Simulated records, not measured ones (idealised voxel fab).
A process module follows: voxel self aligned vias.
Cross-sectional view cut (width: 175 nm; square cell size: 5 nm).
For the purposes of this document, a cross-section shall be understood as a grid of square cells, specified as bands listed in top-to-bottom order, each band consisting of one or more rows of cells. First you get the band's top height and its bottom height, in nm, and then the materials it's made of, left to right, with each width in nm. If you see a single material with "all across", that one covers the band edge to edge. "empty" is empty space. Height reference: 0 = level under which incoming wafer is all one material. Lowest band: no bottom, runs on downward, e.g. "z 0 and below". The width entry "30->40" should be interpreted row by row: the top row of cells in the band takes the first number, the bottom row takes the second number, and the change between adjacent rows is uniform throughout. Where a step carries "nothing altered", the cross-section came out of it unchanged, cell for cell. Any empty space of 8 cells or more lacking an open way to the top shows up in "Trapped void list" as width x height at distance, distance from the left edge, in nm. Formally, on a step line, whatever follows the settings is a remark that the simulator itself makes on the step. overlay nm: where the mask lay relative to plan, measured to the right, on steps with a mask; negatives go left.

-- Steps in the process plan
1) RECEIVE (material Si)
2) CONFORMAL_DEP (material SiO2; thk nm 15)
3) CONFORMAL_DEP (material SiCN; thk nm 5)
4) DIRECTIONAL_DEP (material lowk; thk nm 20)
5) PATTERN (tone open; mask id LINES; material resist; width nm 20; pitch nm 70; thk nm 15; overlay nm 0)
6) DIRECTIONAL_ETCH (etch materials lowk; depth nm 20)
7) STRIP (etch materials resist)
8) CONFORMAL_DEP (material TiN; thk nm 5)
9) FILL_DEP (material Ru; thk nm 10)
10) CMP (height nm 40)
11) SELECTIVE_ETCH (etch materials W Ru TiN; depth nm 5)
12) FILL_DEP (material SiN; thk nm 10)
13) CMP (height nm 40)
14) DIRECTIONAL_DEP (material lowk; thk nm 20)
15) PATTERN (tone open; mask id VIAS; material resist; width nm 40; thk nm 20; overlay nm 0)
16) DIRECTIONAL_ETCH (etch materials lowk; depth nm 20)
17) DIRECTIONAL_ETCH (etch materials SiN; depth nm 5)
18) STRIP (etch materials resist)
19) CONFORMAL_DEP (material TiN; thk nm 5)
20) FILL_DEP (material W; thk nm 5)
21) CMP (height nm 60)
22) CONFORMAL_DEP (material SiCN; thk nm 5)

-- Cross-section, incoming material, after step 1
> z 0 and below = Si all across
> Trapped void list: none

-- Here's the cross-section of the first of our two wafers at the end of the module - it ran as planned
> z 65 to 60 = SiCN all across
> z 60 to 45 = lowk 30; TiN 5; W 30; TiN 5; lowk 105
> z 45 to 40 = lowk 30; TiN 15; W 10; TiN 15; lowk 105
> z 40 to 35 = lowk 40; TiN 20; lowk 50; SiN 20; lowk 45
> z 35 to 25 = lowk 40; TiN 5; Ru 10; TiN 5; lowk 50; TiN 5; Ru 10; TiN 5; lowk 45
> z 25 to 20 = lowk 40; TiN 20; lowk 50; TiN 20; lowk 45
> z 20 to 15 = SiCN all across
> z 15 to 0 = SiO2 all across
> z 0 and below = Si all across
> Trapped void list: none

-- Cross-section of the latter of the two wafers at module completion. It had an identical start and an identical plan to the former; in running it, one mistake was made
> z 65 to 60 = SiCN all across
> z 60 to 45 = lowk 30; TiN 5; W 30; TiN 5; lowk 105
> z 45 to 40 = lowk 30; TiN 40; lowk 105
> z 40 to 35 = SiCN all across
> z 35 to 15 = lowk all across
> z 15 to 0 = SiO2 all across
> z 0 and below = Si all across
> Trapped void list: none
Want to know what went wrong? it was found that steps 3 and 4 of the process plan had been performed in exchanged positions
Upon completion, the second wafer contains, in terms of cells, a greater or smaller amount of certain materials than the first wafer: -8 Ru | -4 SiN | -18 TiN | -2 W | +32 lowk
